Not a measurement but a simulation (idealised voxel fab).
The name of this process module is voxel capacitor over wiring.
Section shown: cut. Width: 260 nm. Cell size: 5 nm, square.
We lay out every cross-section as a grid of square cells and spell it out in bands from the top down, where one band means one or more rows of cells. Heads up on the band format: heights come first, top then bottom, in nm. After that it's the materials left to right, each with its width in nm. A single material flagged "full width" fills the whole band edge to edge, and "empty" means there's empty space there. The level at which height equals 0 is the one under which the wafer, as it arrives, is entirely one material. No lower edge exists for the bottom band, which continues downward and is notated as in "top 0, no bottom". The notation "30..40" denotes a width that varies across the rows of cells in the band, beginning at the first number in the top row, finishing at the second number in the bottom row, and changing by an identical amount from each row to the next. "nothing altered" for a step: no cell of the cross-section changed in that step. "Closed-off voids" contains a list of empty spaces, each no smaller than 8 cells and without an open way to the top, written in the form width x height at distance with the distance from the left edge and all three in nm. Read whatever lies past the settings on a step's line as the simulator's own remark about the step. Steps that use a mask can have "overlay nm" on their line. It says how far the mask sat to the right of where it was meant to be. Negative means to the left.

The following list gives the planned process steps:
1 RECEIVE (material Si)
2 CONFORMAL_DEP (material SiO2; thk nm 10)
3 CONFORMAL_DEP (material SiN; thk nm 5)
4 DIRECTIONAL_DEP (material lowk; thk nm 15)
5 PATTERN (tone open; mask id METAL_1; material resist; width nm 30; pitch nm 90; thk nm 15; overlay nm 0)
6 DIRECTIONAL_ETCH (etch materials lowk; depth nm 15)
7 DIRECTIONAL_ETCH (etch materials SiN; depth nm 5)
8 STRIP (etch materials resist)
9 CONFORMAL_DEP (material TiN; thk nm 5)
10 FILL_DEP (material Cu; thk nm 10)
11 CMP (height nm 30)
12 CONFORMAL_DEP (material SiCN; thk nm 5)
13 DIRECTIONAL_DEP (material SiO2; thk nm 10)
14 MASKED_ETCH (tone open; mask id PLUG_1; width nm 15; etch materials SiO2; depth nm 10; overlay nm 0)
15 MASKED_ETCH (tone open; mask id PLUG_1; width nm 15; etch materials SiCN; depth nm 5; overlay nm 0)
16 EPI (material Ru; thk nm 10)
17 EPI (material Ru; thk nm 5)
18 DIRECTIONAL_DEP (material TiN; thk nm 10)
19 DIRECTIONAL_DEP (material HfO2; thk nm 5)
20 DIRECTIONAL_DEP (material TiN; thk nm 5)
21 PATTERN (tone cover; mask id UPPER_PLATE; material resist; width nm 65; thk nm 15; overlay nm 0)
22 DIRECTIONAL_ETCH (etch materials TiN; depth nm 5)
23 DIRECTIONAL_ETCH (etch materials HfO2; depth nm 5)
24 STRIP (etch materials resist)
25 DIRECTIONAL_DEP (material aC; thk nm 15)
26 PATTERN (tone cover; mask id LOWER_PLATE; material resist; width nm 75; thk nm 35; overlay nm 0)
27 DIRECTIONAL_ETCH (etch materials aC; depth nm 15)
28 STRIP (etch materials resist)
29 DIRECTIONAL_ETCH (etch materials TiN; depth nm 10)
30 STRIP (etch materials aC)
31 FILL_DEP (material SiO2; thk nm 15)
32 CMP (height nm 75)
33 PATTERN (tone open; mask id PLUG_2; material resist; width nm 15; thk nm 15; overlay nm 0)
34 DIRECTIONAL_ETCH (etch materials SiO2; depth nm 10)
35 STRIP (etch materials resist)
36 CONFORMAL_DEP (material TiN; thk nm 5)
37 FILL_DEP (material Cu; thk nm 10)
38 CMP (height nm 75)
39 CONFORMAL_DEP (material SiN; thk nm 5)

The first of two wafers, run as planned:

Cross-section of the wafer as it came to us, i.e., already through step 1:
> top 0, no bottom = Si full width
> Closed-off voids: none

So this is the wafer cross-section right after step 2:
> top 10, bottom 0 = SiO2 full width
> No changes below 0.

So this is the wafer cross-section right after step 3:
> top 15, bottom 10 = SiN full width
> No changes below 10.

So this is the wafer cross-section right after step 4:
> top 30, bottom 15 = lowk full width
> No changes below 15.

So this is the wafer cross-section right after step 5:
> top 45, bottom 30 = resist 70; empty 30; resist 60; empty 30; resist 70
> No changes below 30.

So this is the wafer cross-section right after step 6:
> top 45, bottom 30 = resist 70; empty 30; resist 60; empty 30; resist 70
> top 30, bottom 15 = lowk 70; empty 30; lowk 60; empty 30; lowk 70
> No changes below 15.

So this is the wafer cross-section right after step 7:
> top 45, bottom 30 = resist 70; empty 30; resist 60; empty 30; resist 70
> top 30, bottom 15 = lowk 70; empty 30; lowk 60; empty 30; lowk 70
> top 15, bottom 10 = SiN 70; empty 30; SiN 60; empty 30; SiN 70
> No changes below 10.

So this is the wafer cross-section right after step 8:
> top 30, bottom 15 = lowk 70; empty 30; lowk 60; empty 30; lowk 70
> No changes below 15.

So this is the wafer cross-section right after step 9:
> top 35, bottom 30 = TiN 75; empty 20; TiN 70; empty 20; TiN 75
> top 30, bottom 15 = lowk 70; TiN 5; empty 20; TiN 5; lowk 60; TiN 5; empty 20; TiN 5; lowk 70
> top 15, bottom 10 = SiN 70; TiN 30; SiN 60; TiN 30; SiN 70
> No changes below 10.

So this is the wafer cross-section right after step 10:
> top 45, bottom 35 = Cu full width
> top 35, bottom 30 = TiN 75; Cu 20; TiN 70; Cu 20; TiN 75
> top 30, bottom 15 = lowk 70; TiN 5; Cu 20; TiN 5; lowk 60; TiN 5; Cu 20; TiN 5; lowk 70
> No changes below 15.

So this is the wafer cross-section right after step 11:
> top 30, bottom 15 = lowk 70; TiN 5; Cu 20; TiN 5; lowk 60; TiN 5; Cu 20; TiN 5; lowk 70
> No changes below 15.

So this is the wafer cross-section right after step 12:
> top 35, bottom 30 = SiCN full width
> No changes below 30.

So this is the wafer cross-section right after step 13:
> top 45, bottom 35 = SiO2 full width
> No changes below 35.

So this is the wafer cross-section right after step 14:
> top 45, bottom 35 = SiO2 85; empty 15; SiO2 160
> No changes below 35.

So this is the wafer cross-section right after step 15:
> top 45, bottom 35 = SiO2 85; empty 15; SiO2 160
> top 35, bottom 30 = SiCN 85; empty 15; SiCN 160
> No changes below 30.

So this is the wafer cross-section right after step 16:
> top 45, bottom 40 = SiO2 85; empty 15; SiO2 160
> top 40, bottom 35 = SiO2 85; Ru 15; SiO2 160
> top 35, bottom 30 = SiCN 85; Ru 15; SiCN 160
> No changes below 30.

So this is the wafer cross-section right after step 17:
> top 45, bottom 35 = SiO2 85; Ru 15; SiO2 160
> No changes below 35.

So this is the wafer cross-section right after step 18:
> top 55, bottom 45 = TiN full width
> No changes below 45.

So this is the wafer cross-section right after step 19:
> top 60, bottom 55 = HfO2 full width
> No changes below 55.

So this is the wafer cross-section right after step 20:
> top 65, bottom 60 = TiN full width
> No changes below 60.

So this is the wafer cross-section right after step 21:
> top 80, bottom 65 = empty 85; resist 65; empty 110
> No changes below 65.

So this is the wafer cross-section right after step 22:
> top 80, bottom 65 = empty 85; resist 65; empty 110
> top 65, bottom 60 = empty 85; TiN 65; empty 110
> No changes below 60.

So this is the wafer cross-section right after step 23:
> top 80, bottom 65 = empty 85; resist 65; empty 110
> top 65, bottom 60 = empty 85; TiN 65; empty 110
> top 60, bottom 55 = empty 85; HfO2 65; empty 110
> No changes below 55.

So this is the wafer cross-section right after step 24:
> top 65, bottom 60 = empty 85; TiN 65; empty 110
> No changes below 60.

So this is the wafer cross-section right after step 25:
> top 80, bottom 70 = empty 85; aC 65; empty 110
> top 70, bottom 65 = aC full width
> top 65, bottom 60 = aC 85; TiN 65; aC 110
> top 60, bottom 55 = aC 85; HfO2 65; aC 110
> No changes below 55.

So this is the wafer cross-section right after step 26:
> top 115, bottom 80 = empty 80; resist 75; empty 105
> top 80, bottom 70 = empty 80; resist 5; aC 65; resist 5; empty 105
> No changes below 70.

So this is the wafer cross-section right after step 27:
> top 100, bottom 80 = empty 80; resist 75; empty 105
> top 80, bottom 70 = empty 80; resist 5; aC 65; resist 5; empty 105
> top 70, bottom 65 = empty 80; aC 75; empty 105
> top 65, bottom 60 = empty 80; aC 5; TiN 65; aC 5; empty 105
> top 60, bottom 55 = empty 80; aC 5; HfO2 65; aC 5; empty 105
> No changes below 55.

So this is the wafer cross-section right after step 28:
> top 80, bottom 70 = empty 85; aC 65; empty 110
> No changes below 70.

So this is the wafer cross-section right after step 29:
> top 80, bottom 70 = empty 85; aC 65; empty 110
> top 70, bottom 65 = empty 80; aC 75; empty 105
> top 65, bottom 60 = empty 80; aC 5; TiN 65; aC 5; empty 105
> top 60, bottom 55 = empty 80; aC 5; HfO2 65; aC 5; empty 105
> top 55, bottom 45 = empty 80; TiN 75; empty 105
> No changes below 45.

So this is the wafer cross-section right after step 30:
> top 65, bottom 60 = empty 85; TiN 65; empty 110
> top 60, bottom 55 = empty 85; HfO2 65; empty 110
> No changes below 55.

So this is the wafer cross-section right after step 31:
> top 80, bottom 65 = SiO2 full width
> top 65, bottom 60 = SiO2 85; TiN 65; SiO2 110
> top 60, bottom 55 = SiO2 85; HfO2 65; SiO2 110
> top 55, bottom 45 = SiO2 80; TiN 75; SiO2 105
> No changes below 45.

So this is the wafer cross-section right after step 32:
> top 75, bottom 65 = SiO2 full width
> No changes below 65.

So this is the wafer cross-section right after step 33:
> top 90, bottom 75 = resist 95; empty 15; resist 150
> No changes below 75.

So this is the wafer cross-section right after step 34:
> top 90, bottom 75 = resist 95; empty 15; resist 150
> top 75, bottom 65 = SiO2 95; empty 15; SiO2 150
> No changes below 65.

So this is the wafer cross-section right after step 35:
> top 75, bottom 65 = SiO2 95; empty 15; SiO2 150
> No changes below 65.

So this is the wafer cross-section right after step 36:
> top 80, bottom 75 = TiN 100; empty 5; TiN 155
> top 75, bottom 70 = SiO2 95; TiN 5; empty 5; TiN 5; SiO2 150
> top 70, bottom 60 = SiO2 95..85; TiN 15..65; SiO2 150..110
> No changes below 60.

So this is the wafer cross-section right after step 37:
> top 90, bottom 80 = Cu full width
> top 80, bottom 75 = TiN 100; Cu 5; TiN 155
> top 75, bottom 70 = SiO2 95; TiN 5; Cu 5; TiN 5; SiO2 150
> No changes below 70.

So this is the wafer cross-section right after step 38:
> top 75, bottom 70 = SiO2 95; TiN 5; Cu 5; TiN 5; SiO2 150
> No changes below 70.

So this is the wafer cross-section right after step 39:
> top 80, bottom 75 = SiN full width
> No changes below 75.

Second of two: same start, same plan, one run error; steps up to and including 15 match the first:

Second wafer profile in section, at the moment step 16 of the plan was meant to be complete:
> top 50, bottom 45 = empty 80; Ru 25; empty 155
> top 45, bottom 35 = SiO2 85; Ru 15; SiO2 160
> top 35, bottom 30 = SiCN 85; Ru 15; SiCN 160
> No changes below 30.

Second wafer profile in section, at the moment step 17 of the plan was meant to be complete:
> top 55, bottom 45 = empty 75; Ru 35; empty 150
> No changes below 45.

Second wafer profile in section, at the moment step 18 of the plan was meant to be complete:
> top 65, bottom 55 = empty 75; TiN 35; empty 150
> top 55, bottom 45 = TiN 75; Ru 35; TiN 150
> No changes below 45.

Second wafer profile in section, at the moment step 19 of the plan was meant to be complete:
> top 70, bottom 65 = empty 75; HfO2 35; empty 150
> top 65, bottom 60 = empty 75; TiN 35; empty 150
> top 60, bottom 55 = HfO2 75; TiN 35; HfO2 150
> No changes below 55.

Second wafer profile in section, at the moment step 20 of the plan was meant to be complete:
> top 75, bottom 70 = empty 75; TiN 35; empty 150
> top 70, bottom 65 = empty 75; HfO2 35; empty 150
> top 65, bottom 60 = TiN full width
> No changes below 60.

Second wafer profile in section, at the moment step 21 of the plan was meant to be complete:
> top 90, bottom 75 = empty 85; resist 65; empty 110
> top 75, bottom 70 = empty 75; TiN 35; resist 40; empty 110
> top 70, bottom 65 = empty 75; HfO2 35; resist 40; empty 110
> No changes below 65.

Second wafer profile in section, at the moment step 22 of the plan was meant to be complete:
> top 90, bottom 75 = empty 85; resist 65; empty 110
> top 75, bottom 70 = empty 85; TiN 25; resist 40; empty 110
> top 70, bottom 65 = empty 75; HfO2 35; resist 40; empty 110
> top 65, bottom 60 = empty 75; TiN 75; empty 110
> No changes below 60.

Second wafer profile in section, at the moment step 23 of the plan was meant to be complete:
> top 90, bottom 75 = empty 85; resist 65; empty 110
> top 75, bottom 70 = empty 85; TiN 25; resist 40; empty 110
> top 70, bottom 65 = empty 85; HfO2 25; resist 40; empty 110
> top 65, bottom 60 = empty 75; TiN 75; empty 110
> top 60, bottom 55 = empty 75; TiN 35; HfO2 40; empty 110
> No changes below 55.

Second wafer profile in section, at the moment step 24 of the plan was meant to be complete:
> top 75, bottom 70 = empty 85; TiN 25; empty 150
> top 70, bottom 65 = empty 85; HfO2 25; empty 150
> No changes below 65.

Second wafer profile in section, at the moment step 25 of the plan was meant to be complete:
> top 90, bottom 80 = empty 85; aC 25; empty 150
> top 80, bottom 75 = empty 75; aC 75; empty 110
> top 75, bottom 70 = empty 75; aC 10; TiN 25; aC 40; empty 110
> top 70, bottom 65 = aC 85; HfO2 25; aC 150
> top 65, bottom 60 = aC 75; TiN 75; aC 110
> top 60, bottom 55 = aC 75; TiN 35; HfO2 40; aC 110
> No changes below 55.

Second wafer profile in section, at the moment step 26 of the plan was meant to be complete:
> top 125, bottom 90 = empty 80; resist 75; empty 105
> top 90, bottom 80 = empty 80; resist 5; aC 25; resist 45; empty 105
> top 80, bottom 75 = empty 75; aC 75; resist 5; empty 105
> top 75, bottom 70 = empty 75; aC 10; TiN 25; aC 40; resist 5; empty 105
> No changes below 70.

Second wafer profile in section, at the moment step 27 of the plan was meant to be complete:
> top 110, bottom 90 = empty 80; resist 75; empty 105
> top 90, bottom 80 = empty 80; resist 5; aC 25; resist 45; empty 105
> top 80, bottom 75 = empty 80; aC 70; resist 5; empty 105
> top 75, bottom 70 = empty 80; aC 5; TiN 25; aC 40; resist 5; empty 105
> top 70, bottom 65 = empty 80; aC 5; HfO2 25; aC 45; empty 105
> top 65, bottom 60 = empty 75; TiN 75; aC 5; empty 105
> top 60, bottom 55 = empty 75; TiN 35; HfO2 40; aC 5; empty 105
> No changes below 55.

Second wafer profile in section, at the moment step 28 of the plan was meant to be complete:
> top 90, bottom 80 = empty 85; aC 25; empty 150
> top 80, bottom 75 = empty 80; aC 70; empty 110
> top 75, bottom 70 = empty 80; aC 5; TiN 25; aC 40; empty 110
> No changes below 70.

Second wafer profile in section, at the moment step 29 of the plan was meant to be complete:
> top 90, bottom 80 = empty 85; aC 25; empty 150
> top 80, bottom 75 = empty 80; aC 70; empty 110
> top 75, bottom 70 = empty 80; aC 5; TiN 25; aC 40; empty 110
> top 70, bottom 65 = empty 80; aC 5; HfO2 25; aC 45; empty 105
> top 65, bottom 60 = empty 80; TiN 70; aC 5; empty 105
> top 60, bottom 55 = empty 80; TiN 30; HfO2 40; aC 5; empty 105
> top 55, bottom 45 = empty 75; Ru 35; TiN 45; empty 105
> No changes below 45.

Second wafer profile in section, at the moment step 30 of the plan was meant to be complete:
> top 75, bottom 70 = empty 85; TiN 25; empty 150
> top 70, bottom 65 = empty 85; HfO2 25; empty 150
> top 65, bottom 60 = empty 80; TiN 70; empty 110
> top 60, bottom 55 = empty 80; TiN 30; HfO2 40; empty 110
> No changes below 55.

Second wafer profile in section, at the moment step 31 of the plan was meant to be complete:
> top 90, bottom 75 = SiO2 full width
> top 75, bottom 70 = SiO2 85; TiN 25; SiO2 150
> top 70, bottom 65 = SiO2 85; HfO2 25; SiO2 150
> top 65, bottom 60 = SiO2 80; TiN 70; SiO2 110
> top 60, bottom 55 = SiO2 80; TiN 30; HfO2 40; SiO2 110
> top 55, bottom 45 = SiO2 75; Ru 35; TiN 45; SiO2 105
> No changes below 45.

Second wafer profile in section, at the moment step 32 of the plan was meant to be complete:
> top 75, bottom 70 = SiO2 85; TiN 25; SiO2 150
> No changes below 70.

Second wafer profile in section, at the moment step 33 of the plan was meant to be complete:
> top 90, bottom 75 = resist 95; empty 15; resist 150
> No changes below 75.

Second wafer profile in section, at the moment step 34 of the plan was meant to be complete: nothing altered

Second wafer profile in section, at the moment step 35 of the plan was meant to be complete:
> top 75, bottom 70 = SiO2 85; TiN 25; SiO2 150
> No changes below 70.

Second wafer profile in section, at the moment step 36 of the plan was meant to be complete:
> top 80, bottom 75 = TiN full width
> No changes below 75.

Second wafer profile in section, at the moment step 37 of the plan was meant to be complete:
> top 90, bottom 80 = Cu full width
> No changes below 80.

Second wafer profile in section, at the moment step 38 of the plan was meant to be complete:
> top 75, bottom 70 = SiO2 85; TiN 25; SiO2 150
> No changes below 70.

Second wafer profile in section, at the moment step 39 of the plan was meant to be complete:
> top 80, bottom 75 = SiN full width
> No changes below 75.
Deviation noted in wafer processing: plan step 16 was twice executed
Cell-count delta at end, second wafer over first, by material: 1 fewer of Cu | 14 more of Ru | 8 fewer of SiO2 | 5 fewer of TiN
